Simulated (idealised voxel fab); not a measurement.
process module | voxel wiring stack
Square cells of 5 nm make up the cross-section cut, whose width is 155 nm.
A cross-section is a grid of square cells, given in bands from the top down. A band is one or more rows of cells.
It is stipulated that each band's entry specify, in nanometres, the height of the top of the band and then that of its bottom, followed by the materials of the band in left-to-right sequence, each together with its width in nanometres. A single material marked by the word "everywhere" is understood to fill the band from edge to edge; the word "blank" is understood to denote empty space.
A quick word on heights: they are counted from 0, and under that level the wafer as it came to us is one material throughout. The lowest band is different from the rest in having no bottom; it simply continues downward, written as in "0..down".
A two-number width, for instance "30 to 40", indicates that the width is equal to the first number in the top row of the band and to the second number in the bottom row, and that it changes by a constant amount per row of cells.
You'll sometimes find "nothing different" written for a step, and that's the way of saying that nowhere in the cross-section did a cell change during that step.
For the entry "Closed-off voids", the listed items are empty spaces with no open way to the top whose size is 8 cells or more; each item follows the pattern width x height at distance, where distance is from the left edge and all three are in nm.
What comes after the settings on a step's line is commentary from the simulator itself on that step.
The "overlay nm" setting may appear on a step's line; for a step that uses a mask, it gives how far to the right of its planned position the mask lay, and a negative value indicates the left.
Process steps foreseen in the plan
1: RECEIVE [material Si]
2: CONFORMAL_DEP [material SiO2] [thk nm 10]
3: CONFORMAL_DEP [material SiN] [thk nm 5]
4: DIRECTIONAL_DEP [material lowk] [thk nm 25]
5: PATTERN [tone open] [mask id METAL_1] [material resist] [width nm 25] [pitch nm 55] [thk nm 20] [overlay nm 0]
6: DIRECTIONAL_ETCH [etch materials lowk] [depth nm 25]
7: DIRECTIONAL_ETCH [etch materials SiN] [depth nm 5]
8: STRIP [etch materials resist]
9: CONFORMAL_DEP [material TiN] [thk nm 5]
10: FILL_DEP [material Ru] [thk nm 10]
11: CMP [height nm 40]
12: EPI [material Ru] [thk nm 5]
13: FILL_DEP [material SiCN] [thk nm 5]
14: DIRECTIONAL_DEP [material lowk] [thk nm 15]
15: MASKED_ETCH [tone open] [mask id PLUG_1] [width nm 15] [etch materials lowk] [depth nm 15] [overlay nm 0]
16: MASKED_ETCH [tone open] [mask id PLUG_1] [width nm 15] [etch materials SiCN] [depth nm 5] [overlay nm 0]
17: EPI [material Ru] [thk nm 10]
18: EPI [material Ru] [thk nm 10]
19: DIRECTIONAL_DEP [material TiN] [thk nm 5]
20: DIRECTIONAL_DEP [material W] [thk nm 20]
21: DIRECTIONAL_DEP [material aC] [thk nm 15]
22: PATTERN [tone cover] [mask id METAL_2] [material resist] [width nm 25] [pitch nm 55] [thk nm 30] [overlay nm 0]
23: DIRECTIONAL_ETCH [etch materials aC] [depth nm 15]
24: STRIP [etch materials resist]
25: DIRECTIONAL_ETCH [etch materials W] [depth nm 20]
26: DIRECTIONAL_ETCH [etch materials TiN] [depth nm 5]
27: STRIP [etch materials aC]
28: FILL_DEP [material SiO2] [thk nm 5]
29: CMP [height nm 90]
30: CONFORMAL_DEP [material SiCN] [thk nm 5]
Step 1 complete: cross-section of the wafer as received
	0..down  Si everywhere
	Closed-off voids: none
One mistake in running the module, otherwise start and plan as above: cross-section at the end
	95..90  SiCN everywhere
	90..80  SiO2 (35); W (25); SiO2 (30); W (25); SiO2 (40)
	80..75  SiO2 (35); TiN (25); SiO2 (30); W (25); SiO2 (40)
	75..70  SiO2 (25); Ru (35); SiO2 (30); W (25); SiO2 (40)
	70..65  SiO2 (25); Ru (35); SiO2 (30); TiN (25); SiO2 (40)
	65..50  lowk (35); Ru (15); lowk (105)
	50..45  SiCN (35); Ru (15); SiCN (105)
	45..40  SiCN (30); Ru (35); SiCN (20); Ru (35); SiCN (35)
	40..15  lowk (35); TiN (5); Ru (15); TiN (5); lowk (30); TiN (5); Ru (15); TiN (5); lowk (40)
	15..10  SiN (35); TiN (25); SiN (30); TiN (25); SiN (40)
	10..0  SiO2 everywhere
	0..down  Si everywhere
	Closed-off voids: none
Deviation noted in wafer processing: note: one of steps 17 and 18 (identical) was run twice; cannot identify which
